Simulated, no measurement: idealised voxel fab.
This section sets out a process module, namely voxel gate over fins.
The cross-section shown here is cut; it is 195 nm wide and divided into square cells measuring 5 nm on a side.
This document writes a cross-section as a grid whose cells are square, and gives it as bands, listed from the top down; one or more rows of cells form a band.
Each band's line starts with the height of the band's top and of its bottom, in nm. Then come its materials from left to right, each with its width in nm. One material with "throughout" fills the band from edge to edge. "blank" is empty space.
Below 0: as-received wafer, all one material; heights counted from there. Lowest band: no bottom, goes on down, written "0 nm and below".
A width given as "30 to 40" starts at the first number in the band's top row and ends at the second number in its bottom row, shifting by an equal amount at every step from row to row.
What does "all unchanged" mean for a step? It means no cell of the cross-section changed in that step.
"Closed cavity list" enumerates empty spaces isolated from the top, with no open way to it, that contain at least 8 cells, giving each as width x height at distance from the left edge, all three in nm.
Note: text after step settings on the step line = simulator remark on that step.
The line of a step may include "overlay nm". On a step with a mask, this value is how far to the right of its planned place the mask lay. A negative value means the mask lay to the left.

STEPS PLANNED FOR THE PROCESS
1) RECEIVE [material Si]
2) CONFORMAL_DEP [material SiN] [thk nm 5]
3) MASKED_ETCH [tone cover] [mask id FINS] [width nm 15] [pitch nm 55] [etch materials SiN] [depth nm 5] [overlay nm 0]
4) MASKED_ETCH [tone cover] [mask id FINS] [width nm 15] [pitch nm 55] [etch materials Si] [depth nm 35] [overlay nm 0]
5) FILL_DEP [material SiO2] [thk nm 15]
6) CMP [height nm 5]
7) DIRECTIONAL_DEP [material aC] [thk nm 15]
8) PATTERN [tone open] [mask id RAIL] [material resist] [width nm 15] [thk nm 30] [overlay nm 0]
9) DIRECTIONAL_ETCH [etch materials aC] [depth nm 15]
10) STRIP [etch materials resist]
11) DIRECTIONAL_ETCH [etch materials SiO2] [depth nm 35]
12) STRIP [etch materials aC]
13) CONFORMAL_DEP [material TiN] [thk nm 5]
14) FILL_DEP [material W] [thk nm 5]
15) CMP [height nm 5]
16) SELECTIVE_ETCH [etch materials W Ru TiN] [depth nm 20]
17) FILL_DEP [material SiO2] [thk nm 5]
18) CMP [height nm 5]
19) SELECTIVE_ETCH [etch materials SiO2] [depth nm 15]
20) STRIP [etch materials SiN]
21) CONFORMAL_DEP [material HfO2] [thk nm 5]
22) CONFORMAL_DEP [material TiN] [thk nm 5]
23) FILL_DEP [material W] [thk nm 15]
24) CMP [height nm 20]
25) CONFORMAL_DEP [material SiCN] [thk nm 5]

CROSS-SECTION OF THE WAFER AT RECEIPT, WHICH IS THE CONDITION AFTER STEP 1
0 nm and below  Si throughout
Closed cavity list: none

BELOW IS THE WAFER IN CROSS-SECTION AFTER THE MODULE WAS COMPLETED. IT BEGAN FROM THE STARTING POINT SHOWN ABOVE AND FOLLOWED THE PLAN SHOWN ABOVE, EXCEPT THAT ONE MISTAKE WAS MADE WHILE RUNNING IT
25 nm to 20 nm  SiCN throughout
20 nm to 10 nm  W throughout
10 nm to 5 nm  25 nm W, then 35 nm TiN, then 20 nm W, then 35 nm TiN, then 20 nm W, then 35 nm TiN, then 25 nm W
5 nm to 0 nm  25 nm W, then 5 nm TiN, then 25 nm HfO2, then 5 nm TiN, then 20 nm W, then 5 nm TiN, then 25 nm HfO2, then 5 nm TiN, then 20 nm W, then 5 nm TiN, then 25 nm HfO2, then 5 nm TiN, then 25 nm W
0 nm to -5 nm  30 nm TiN, then 5 nm HfO2, then 15 nm Si, then 5 nm HfO2, then 30 nm TiN, then 5 nm HfO2, then 15 nm Si, then 5 nm HfO2, then 30 nm TiN, then 5 nm HfO2, then 15 nm Si, then 5 nm HfO2, then 30 nm TiN
-5 nm to -10 nm  35 nm HfO2, then 15 nm Si, then 40 nm HfO2, then 15 nm Si, then 40 nm HfO2, then 15 nm Si, then 35 nm HfO2
-10 nm to -15 nm  35 nm SiO2, then 15 nm Si, then 40 nm SiO2, then 15 nm Si, then 40 nm SiO2, then 15 nm Si, then 35 nm SiO2
-15 nm to -25 nm  35 nm SiO2, then 15 nm Si, then 10 nm SiO2, then 5 nm TiN, then 5 nm W, then 5 nm TiN, then 15 nm SiO2, then 15 nm Si, then 40 nm SiO2, then 15 nm Si, then 35 nm SiO2
-25 nm to -30 nm  35 nm SiO2, then 15 nm Si, then 10 nm SiO2, then 15 nm TiN, then 15 nm SiO2, then 15 nm Si, then 40 nm SiO2, then 15 nm Si, then 35 nm SiO2
-30 nm to -70 nm  35 nm SiO2, then 15 nm Si, then 40 nm SiO2, then 15 nm Si, then 40 nm SiO2, then 15 nm Si, then 35 nm SiO2
-70 nm and below  Si throughout
Closed cavity list: none
What went wrong in running the wafer? step 4 was run twice
